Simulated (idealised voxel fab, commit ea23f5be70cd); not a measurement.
Presented below is a process module, voxel tone inversion.
Cross-section cut spans 275 nm and uses square cells 5 nm in size.
Cross-sections here: square-cell grids, written as top-down lists of bands, a band being one or more rows of cells. Per band: top height and bottom height in nm, followed by the left-to-right materials and their widths in nm; "throughout" marks a single material spanning edge to edge, "empty" marks empty space. Heads up on the height convention: 0 is the point under which the incoming wafer is all one material, and the lowest band has no bottom, it just keeps going down, like "from 0 down". Think of "30 to 40" as a width that walks from the first number to the second as you go down the band, top row to bottom row, taking equal-sized steps from row to row. "everything unchanged" for a step: no cell of the cross-section changed in that step. "closed voids" means: voids of 8 cells or more that are shut off from the top with no open way through. Written width x height at distance, distance from the left edge, in nm. On each step's line, the part that comes after the settings is the simulator's own comment on the step. "overlay nm" answers the question of how far to the right of plan the mask lay on a step that has a mask, and when it is negative the answer is to the left.

Here's what the planned process steps look like:
1,RECEIVE,material Si
2,CONFORMAL_DEP,material SiCN,thk nm 10
3,DIRECTIONAL_DEP,material polySi,thk nm 15
4,PATTERN,tone cover,mask id POSTS,material resist,width nm 20,pitch nm 40,thk nm 25,overlay nm 0
5,DIRECTIONAL_ETCH,etch materials polySi,depth nm 15
6,STRIP,etch materials resist
7,FILL_DEP,material lowk,thk nm 10
8,CMP,height nm 25
9,STRIP,etch materials polySi
10,CONFORMAL_DEP,material TiN,thk nm 5
11,FILL_DEP,material Ru,thk nm 10
12,CMP,height nm 25
13,CONFORMAL_DEP,material SiN,thk nm 5

Here's what the wafer looked like in cross-section when it arrived - that's after step 1:
from 0 down | Si throughout
closed voids: none

What the wafer looks like in cross-section after this module, when it starts as shown above and follows the plan above but one mistake is made in running it:
from 45 to 40 | SiN throughout
from 40 to 30 | Ru throughout
from 30 to 25 | TiN (70); Ru (10); TiN (30); Ru (10); TiN (30); Ru (10); TiN (30); Ru (10); TiN (75)
from 25 to 15 | lowk (65); TiN (5); Ru (10); TiN (5); lowk (20); TiN (5); Ru (10); TiN (5); lowk (20); TiN (5); Ru (10); TiN (5); lowk (20); TiN (5); Ru (10); TiN (5); lowk (70)
from 15 to 10 | lowk (65); TiN (20); lowk (20); TiN (20); lowk (20); TiN (20); lowk (20); TiN (20); lowk (70)
from 10 to 0 | SiCN throughout
from 0 down | Si throughout
closed voids: none
Against the plan, the run slipped here: the plan's step 12 was left out and never carried out
